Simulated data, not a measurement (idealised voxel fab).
Process module heading - voxel self aligned contacts
We display cut, a cross-section 255 nm in width whose square cells are each 5 nm.
In this document a cross-section is written as a grid of square cells. It is given as a series of bands, listed from the top down, and a band is one or more rows of cells. The entry gives the band's vertical extent as a top height and a bottom height in nm, then its horizontal make-up as materials from left to right, each with a width in nm. "empty" stands for empty space; a single material marked "full width" fills the band edge to edge. Below 0: as-received wafer, all one material; heights counted from there. Lowest band: no bottom, goes on down, written "0 nm and below". Quick explanation for "30..40": the width changes in equal steps down the rows of cells, from the first number in the band's top row to the second number in its bottom row. The cross-section has no changed cell in any step marked "changes: none". Reported under the label "Encapsulated voids" are the empty spaces having no open way to the top and comprising 8 cells or more; the notation for each is width x height at distance, in which the distance is measured from the left edge and all three values are in nm. Where a step's line continues beyond its settings, the continuation is a remark by the simulator itself on that step. "overlay nm" answers the question of how far to the right of plan the mask lay on a step that has a mask, and when it is negative the answer is to the left.

List of planned process steps
step 1: op RECEIVE | material Si
step 2: op OXIDIZE | depth nm 5
step 3: op DIRECTIONAL_DEP | material polySi | thk nm 20
step 4: op DIRECTIONAL_DEP | material SiN | thk nm 20
step 5: op DIRECTIONAL_DEP | material aC | thk nm 10
step 6: op PATTERN | tone cover | mask id GATE | material resist | width nm 35 | pitch nm 60 | thk nm 30 | overlay nm 0
step 7: op DIRECTIONAL_ETCH | etch materials aC | depth nm 10
step 8: op STRIP | etch materials resist
step 9: op DIRECTIONAL_ETCH | etch materials SiN | depth nm 20
step 10: op DIRECTIONAL_ETCH | etch materials polySi | depth nm 20
step 11: op STRIP | etch materials aC
step 12: op CONFORMAL_DEP | material SiN | thk nm 5
step 13: op DIRECTIONAL_ETCH | etch materials SiN | depth nm 5
step 14: op FILL_DEP | material SiO2 | thk nm 15
step 15: op CMP | height nm 45
step 16: op DIRECTIONAL_DEP | material aC | thk nm 10
step 17: op PATTERN | tone open | mask id CONTACT | material resist | width nm 35 | pitch nm 60 | thk nm 25 | overlay nm 0
step 18: op DIRECTIONAL_ETCH | etch materials aC | depth nm 10
step 19: op STRIP | etch materials resist
step 20: op DIRECTIONAL_ETCH | etch materials SiO2 | depth nm 50
step 21: op STRIP | etch materials aC
step 22: op CONFORMAL_DEP | material TiN | thk nm 5
step 23: op FILL_DEP | material W | thk nm 10
step 24: op CMP | height nm 45
step 25: op CONFORMAL_DEP | material SiCN | thk nm 5

As-received state of the wafer in cross-section, equivalent to post-step 1
  0 nm and below  Si full width
  Encapsulated voids: none

The cross-section shown corresponds to the wafer at the conclusion of the module. The initial structure and the process plan are those presented above; however, one mistake occurred in executing the plan
  50 nm to 45 nm  SiCN full width
  45 nm to 40 nm  45 of SiO2  45 of SiN  5 of TiN  5 of W  5 of TiN  45 of SiN  5 of TiN  5 of W  5 of TiN  45 of SiN  45 of SiO2
  40 nm to 25 nm  45 of SiO2  5 of SiN  35 of polySi  5 of SiN  5 of TiN  5 of W  5 of TiN  5 of SiN  35 of polySi  5 of SiN  5 of TiN  5 of W  5 of TiN  5 of SiN  35 of polySi  5 of SiN  45 of SiO2
  25 nm to 20 nm  45 of SiO2  5 of SiN  35 of polySi  5 of SiN  15 of TiN  5 of SiN  35 of polySi  5 of SiN  15 of TiN  5 of SiN  35 of polySi  5 of SiN  45 of SiO2
  20 nm to 0 nm  polySi full width
  0 nm to -5 nm  SiO2 full width
  -5 nm and below  Si full width
  Encapsulated voids: none
Against the plan, the run slipped here: step 3 of the plan was carried out twice
